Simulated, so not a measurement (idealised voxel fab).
process module | voxel plated lines
Displayed cross-section: cut, width of 225 nm, square cells sized 5 nm.
Cross-section = grid of square cells, listed top down in bands; band = one or more rows.
Heads up on the band format: heights come first, top then bottom, in nm. After that it's the materials left to right, each with its width in nm. A single material flagged "everywhere" fills the whole band edge to edge, and "empty" means there's empty space there.
Beneath 0, the wafer as received is one material, and that level is where height counting begins. The lowest band goes on downward without a bottom; it is written like "top 0, no bottom".
It should be noted that a width expressed as "30..40" varies in equal increments from row to row of cells within the band, taking the value of the first number at the top row and that of the second number at the bottom row.
"nothing got changed" means the step left every cell of the cross-section as it was.
Closed cavities: empty space of 8 cells or more with no open way to the top, each as width x height at its distance from the left edge, in nm
It should be noted that, on the line of a given step, the content following the step's settings is a remark produced by the simulator itself with respect to that step.
overlay nm: how far to the right of its planned place the mask lay on this masked step (negative: to the left).

Steps in the process plan
1: RECEIVE (material Si)
2: CONFORMAL_DEP (material Al2O3; thk nm 10)
3: DIRECTIONAL_DEP (material TiN; thk nm 5)
4: PATTERN (tone open; mask id LINES; material resist; width nm 15; pitch nm 35; thk nm 40; overlay nm -15)
5: EPI (material Ru; thk nm 10)
6: EPI (material Ru; thk nm 5)
7: EPI (material Ru; thk nm 10)
8: STRIP (etch materials resist)
9: DIRECTIONAL_ETCH (etch materials TiN; depth nm 5)
10: CONFORMAL_DEP (material SiN; thk nm 5)
Where the wafers of this document differ is in the overlay nm of step 4; they start out the same, and the plan states the value that applied to the first wafer.

Cross-sectional view of the first of several wafers in the as-received condition, corresponding to the state following step 1
> top 0, no bottom  Si everywhere
> Closed cavities: none

The first of several wafers, seen in cross-section after the module's last step, step 10
> top 45, bottom 40  65 nm empty; 25 nm SiN; 10 nm empty; 25 nm SiN; 100 nm empty
> top 40, bottom 15  65 nm empty; 5 nm SiN; 15 nm Ru; 5 nm SiN; 10 nm empty; 5 nm SiN; 15 nm Ru; 5 nm SiN; 100 nm empty
> top 15, bottom 10  70 nm SiN; 15 nm TiN; 20 nm SiN; 15 nm TiN; 105 nm SiN
> top 10, bottom 0  Al2O3 everywhere
> top 0, no bottom  Si everywhere
> Closed cavities: none

Here's the last wafer cross-sectioned at the end of the module
> top 45, bottom 40  95 nm empty; 25 nm SiN; 10 nm empty; 25 nm SiN; 70 nm empty
> top 40, bottom 15  95 nm empty; 5 nm SiN; 15 nm Ru; 5 nm SiN; 10 nm empty; 5 nm SiN; 15 nm Ru; 5 nm SiN; 70 nm empty
> top 15, bottom 10  100 nm SiN; 15 nm TiN; 20 nm SiN; 15 nm TiN; 75 nm SiN
> top 10, bottom 0  Al2O3 everywhere
> top 0, no bottom  Si everywhere
> Closed cavities: none

Below, a row for every wafer. Read it as the end-of-module picture: for each material the wafer shows its cells gained (+) or lost (-) since it was received, and then its closed voids
overlay nm -15; +90 Al2O3; +30 Ru; +69 SiN; +6 TiN; Closed cavities: none
overlay nm -10; +90 Al2O3; +30 Ru; +69 SiN; +6 TiN; Closed cavities: none
overlay nm -5; +90 Al2O3; +30 Ru; +69 SiN; +6 TiN; Closed cavities: none
overlay nm 0; +90 Al2O3; +30 Ru; +69 SiN; +6 TiN; Closed cavities: none
overlay nm 5; +90 Al2O3; +30 Ru; +69 SiN; +6 TiN; Closed cavities: none
overlay nm 10; +90 Al2O3; +30 Ru; +69 SiN; +6 TiN; Closed cavities: none
overlay nm 15; +90 Al2O3; +30 Ru; +69 SiN; +6 TiN; Closed cavities: none
